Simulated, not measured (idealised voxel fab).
Presented below is a process module, voxel quadruple lines.
Square cell edge 5 nm, section width 185 nm, ID cut.
Format of a cross-section: grid, square cells. Given as bands. Order: top down. Band: one or more rows of cells.
Within each band entry, the heights of the top and of the bottom of the band appear first, in that order and in nm; the materials of the band then follow from left to right, each with its corresponding width in nm. The designation "all across" on a single material indicates that it fills the band from edge to edge; the designation "blank" indicates empty space.
It should be noted that heights are counted from 0, beneath which the wafer as supplied is of one material throughout, and that the lowest band possesses no lower boundary but continues downward, as written in "0 down".
The width entry "30 to 40" should be interpreted row by row: the top row of cells in the band takes the first number, the bottom row takes the second number, and the change between adjacent rows is uniform throughout.
When a step is marked "no change occurred", none of the cells in the cross-section changed during that step.
Any empty space of 8 cells or more lacking an open way to the top shows up in "Closed void inventory" as width x height at distance, distance from the left edge, in nm.
Step line, after settings: the simulator's comment on this step.
The line of a step may include "overlay nm". On a step with a mask, this value is how far to the right of its planned place the mask lay. A negative value means the mask lay to the left.

The planned process steps are enumerated hereunder:
1 RECEIVE: material Si
2 CONFORMAL_DEP: material SiO2, thk nm 5
3 DIRECTIONAL_DEP: material W, thk nm 10
4 DIRECTIONAL_DEP: material polySi, thk nm 20
5 DIRECTIONAL_DEP: material aC, thk nm 25
6 PATTERN: tone cover, mask id MANDREL, material resist, width nm 35, thk nm 35, overlay nm 0
7 DIRECTIONAL_ETCH: etch materials aC, depth nm 25
8 STRIP: etch materials resist
9 CONFORMAL_DEP: material SiO2, thk nm 15
10 DIRECTIONAL_ETCH: etch materials SiO2, depth nm 15
11 STRIP: etch materials aC
12 DIRECTIONAL_ETCH: etch materials polySi, depth nm 20
13 STRIP: etch materials SiO2
14 CONFORMAL_DEP: material SiN, thk nm 10
15 DIRECTIONAL_ETCH: etch materials SiN, depth nm 10
16 STRIP: etch materials polySi
17 DIRECTIONAL_ETCH: etch materials W, depth nm 10
18 STRIP: etch materials SiN
19 FILL_DEP: material SiO2, thk nm 5
20 CMP: height nm 15

Account of the first of two wafers, which was processed as intended:

This is the cross-section of the wafer as we received it, i.e. after step 1:
  0 down | Si all across
  Closed void inventory: none

Take a look at the wafer's cross-section after step 2:
  5 to 0 | SiO2 all across
  Note: structure below 0 unchanged.

Take a look at the wafer's cross-section after step 3:
  15 to 5 | W all across
  Note: structure below 5 unchanged.

Take a look at the wafer's cross-section after step 4:
  35 to 15 | polySi all across
  Note: structure below 15 unchanged.

Take a look at the wafer's cross-section after step 5:
  60 to 35 | aC all across
  Note: structure below 35 unchanged.

Take a look at the wafer's cross-section after step 6:
  95 to 60 | 75 nm blank, then 35 nm resist, then 75 nm blank
  Note: structure below 60 unchanged.

Take a look at the wafer's cross-section after step 7:
  70 to 60 | 75 nm blank, then 35 nm resist, then 75 nm blank
  60 to 35 | 75 nm blank, then 35 nm aC, then 75 nm blank
  Note: structure below 35 unchanged.

Take a look at the wafer's cross-section after step 8:
  60 to 35 | 75 nm blank, then 35 nm aC, then 75 nm blank
  Note: structure below 35 unchanged.

Take a look at the wafer's cross-section after step 9:
  75 to 60 | 60 nm blank, then 65 nm SiO2, then 60 nm blank
  60 to 50 | 60 nm blank, then 15 nm SiO2, then 35 nm aC, then 15 nm SiO2, then 60 nm blank
  50 to 35 | 75 nm SiO2, then 35 nm aC, then 75 nm SiO2
  Note: structure below 35 unchanged.

Take a look at the wafer's cross-section after step 10:
  60 to 35 | 60 nm blank, then 15 nm SiO2, then 35 nm aC, then 15 nm SiO2, then 60 nm blank
  Note: structure below 35 unchanged.

Take a look at the wafer's cross-section after step 11:
  60 to 35 | 60 nm blank, then 15 nm SiO2, then 35 nm blank, then 15 nm SiO2, then 60 nm blank
  Note: structure below 35 unchanged.

Take a look at the wafer's cross-section after step 12:
  60 to 35 | 60 nm blank, then 15 nm SiO2, then 35 nm blank, then 15 nm SiO2, then 60 nm blank
  35 to 15 | 60 nm blank, then 15 nm polySi, then 35 nm blank, then 15 nm polySi, then 60 nm blank
  Note: structure below 15 unchanged.

Take a look at the wafer's cross-section after step 13:
  35 to 15 | 60 nm blank, then 15 nm polySi, then 35 nm blank, then 15 nm polySi, then 60 nm blank
  Note: structure below 15 unchanged.

Take a look at the wafer's cross-section after step 14:
  45 to 35 | 50 nm blank, then 35 nm SiN, then 15 nm blank, then 35 nm SiN, then 50 nm blank
  35 to 25 | 50 nm blank, then 10 nm SiN, then 15 nm polySi, then 10 nm SiN, then 15 nm blank, then 10 nm SiN, then 15 nm polySi, then 10 nm SiN, then 50 nm blank
  25 to 15 | 60 nm SiN, then 15 nm polySi, then 35 nm SiN, then 15 nm polySi, then 60 nm SiN
  Note: structure below 15 unchanged.

Take a look at the wafer's cross-section after step 15:
  35 to 15 | 50 nm blank, then 10 nm SiN, then 15 nm polySi, then 10 nm SiN, then 15 nm blank, then 10 nm SiN, then 15 nm polySi, then 10 nm SiN, then 50 nm blank
  Note: structure below 15 unchanged.

Take a look at the wafer's cross-section after step 16:
  35 to 15 | 50 nm blank, then 10 nm SiN, then 15 nm blank, then 10 nm SiN, then 15 nm blank, then 10 nm SiN, then 15 nm blank, then 10 nm SiN, then 50 nm blank
  Note: structure below 15 unchanged.

Take a look at the wafer's cross-section after step 17:
  35 to 15 | 50 nm blank, then 10 nm SiN, then 15 nm blank, then 10 nm SiN, then 15 nm blank, then 10 nm SiN, then 15 nm blank, then 10 nm SiN, then 50 nm blank
  15 to 5 | 50 nm blank, then 10 nm W, then 15 nm blank, then 10 nm W, then 15 nm blank, then 10 nm W, then 15 nm blank, then 10 nm W, then 50 nm blank
  Note: structure below 5 unchanged.

Take a look at the wafer's cross-section after step 18:
  15 to 5 | 50 nm blank, then 10 nm W, then 15 nm blank, then 10 nm W, then 15 nm blank, then 10 nm W, then 15 nm blank, then 10 nm W, then 50 nm blank
  Note: structure below 5 unchanged.

Take a look at the wafer's cross-section after step 19:
  20 to 15 | SiO2 all across
  15 to 5 | 50 nm SiO2, then 10 nm W, then 15 nm SiO2, then 10 nm W, then 15 nm SiO2, then 10 nm W, then 15 nm SiO2, then 10 nm W, then 50 nm SiO2
  Note: structure below 5 unchanged.

Take a look at the wafer's cross-section after step 20:
  15 to 5 | 50 nm SiO2, then 10 nm W, then 15 nm SiO2, then 10 nm W, then 15 nm SiO2, then 10 nm W, then 15 nm SiO2, then 10 nm W, then 50 nm SiO2
  Note: structure below 5 unchanged.

The second wafer began exactly as the first did and followed the same plan, but one mistake was made while running it; through step 2 inclusive, the two wafers are identical:

Cross-section of the second wafer at the time by which step 3 should have been completed according to the plan:
  25 to 5 | polySi all across
  Note: structure below 5 unchanged.

Cross-section of the second wafer at the time by which step 4 should have been completed according to the plan:
  35 to 25 | W all across
  Note: structure below 25 unchanged.

Cross-section of the second wafer at the time by which step 5 should have been completed according to the plan:
  60 to 35 | aC all across
  Note: structure below 35 unchanged.

Cross-section of the second wafer at the time by which step 6 should have been completed according to the plan:
  95 to 60 | 75 nm blank, then 35 nm resist, then 75 nm blank
  Note: structure below 60 unchanged.

Cross-section of the second wafer at the time by which step 7 should have been completed according to the plan:
  70 to 60 | 75 nm blank, then 35 nm resist, then 75 nm blank
  60 to 35 | 75 nm blank, then 35 nm aC, then 75 nm blank
  Note: structure below 35 unchanged.

Cross-section of the second wafer at the time by which step 8 should have been completed according to the plan:
  60 to 35 | 75 nm blank, then 35 nm aC, then 75 nm blank
  Note: structure below 35 unchanged.

Cross-section of the second wafer at the time by which step 9 should have been completed according to the plan:
  75 to 60 | 60 nm blank, then 65 nm SiO2, then 60 nm blank
  60 to 50 | 60 nm blank, then 15 nm SiO2, then 35 nm aC, then 15 nm SiO2, then 60 nm blank
  50 to 35 | 75 nm SiO2, then 35 nm aC, then 75 nm SiO2
  Note: structure below 35 unchanged.

Cross-section of the second wafer at the time by which step 10 should have been completed according to the plan:
  60 to 35 | 60 nm blank, then 15 nm SiO2, then 35 nm aC, then 15 nm SiO2, then 60 nm blank
  Note: structure below 35 unchanged.

Cross-section of the second wafer at the time by which step 11 should have been completed according to the plan:
  60 to 35 | 60 nm blank, then 15 nm SiO2, then 35 nm blank, then 15 nm SiO2, then 60 nm blank
  Note: structure below 35 unchanged.

Cross-section of the second wafer at the time by which step 12 should have been completed according to the plan: no change occurred

Cross-section of the second wafer at the time by which step 13 should have been completed according to the plan:
  35 to 25 | W all across
  Note: structure below 25 unchanged.

Cross-section of the second wafer at the time by which step 14 should have been completed according to the plan:
  45 to 35 | SiN all across
  Note: structure below 35 unchanged.

Cross-section of the second wafer at the time by which step 15 should have been completed according to the plan:
  35 to 25 | W all across
  Note: structure below 25 unchanged.

Cross-section of the second wafer at the time by which step 16 should have been completed according to the plan: no change occurred

Cross-section of the second wafer at the time by which step 17 should have been completed according to the plan:
  25 to 5 | polySi all across
  Note: structure below 5 unchanged.

Cross-section of the second wafer at the time by which step 18 should have been completed according to the plan: no change occurred

Cross-section of the second wafer at the time by which step 19 should have been completed according to the plan:
  30 to 25 | SiO2 all across
  Note: structure below 25 unchanged.

Cross-section of the second wafer at the time by which step 20 should have been completed according to the plan:
  15 to 5 | polySi all across
  Note: structure below 5 unchanged.
Diagnosis: steps 3 and 4 run out of order (swapped)
End check, counted in cells, second wafer has more or fewer of these materials than the first: -58 SiO2; -16 W; +74 polySi
